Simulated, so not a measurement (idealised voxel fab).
The document below concerns the process module designated voxel released beams.
Square cell edge 5 nm, section width 155 nm, ID cut.
Heads up, the way a cross-section reads in here is a grid of square cells, handed over as bands from the top down, with every band being one or more rows of cells. Look at the band entry: it leads with the top's height and the bottom's height in nm. Then it lists the materials left to right, with a width in nm for each. The word "everywhere" on a single material says that material fills the band edge to edge. The word "blank" is empty space. Height reference: 0 = level under which incoming wafer is all one material. Lowest band: no bottom, runs on downward, e.g. "top 0, no bottom". Width: "30 to 40" (first number = top row, second number = bottom row, same change from row to row of cells). A step reported as "left unchanged" is a step in which no cell of the cross-section changed. Basically, "Closed voids list" tells you about the enclosed voids: empty spaces with no open way to the top, 8 cells or bigger, each written width x height at distance, where distance is from the left edge, all in nm. Post-settings text on a step line: simulator's own remark regarding the step. overlay nm: for a step with a mask, the amount by which the mask lay right of where it was planned; a negative amount means left of it.

The process steps that were planned are listed below:
- 1: op RECEIVE | material Si
- 2: op CONFORMAL_DEP | material Al2O3 | thk nm 10
- 3: op DIRECTIONAL_DEP | material SiO2 | thk nm 10
- 4: op DIRECTIONAL_DEP | material aC | thk nm 15
- 5: op PATTERN | tone open | mask id ANCHOR | material resist | width nm 40 | thk nm 35 | overlay nm 0
- 6: op DIRECTIONAL_ETCH | etch materials aC | depth nm 15
- 7: op STRIP | etch materials resist
- 8: op DIRECTIONAL_ETCH | etch materials SiO2 | depth nm 10
- 9: op STRIP | etch materials aC
- 10: op CONFORMAL_DEP | material SiN | thk nm 15
- 11: op MASKED_ETCH | tone cover | mask id BEAM | width nm 90 | etch materials SiN | depth nm 15 | overlay nm 0
- 12: op STRIP | etch materials SiO2

Wafer cross-section on receipt, i.e. after step 1:
    top 0, no bottom | Si everywhere
    Closed voids list: none

This is how the wafer looks in cross-section once the module is done, given the starting state and plan above and one mistake in carrying the plan out:
    top 50, bottom 35 | 30 blank | 90 SiN | 35 blank
    top 35, bottom 20 | SiN everywhere
    top 20, bottom 10 | 35 SiO2 | 40 SiN | 80 SiO2
    top 10, bottom 0 | Al2O3 everywhere
    top 0, no bottom | Si everywhere
    Closed voids list: none
What was done differently from what was planned? regarding the plan, step 10 was run twice
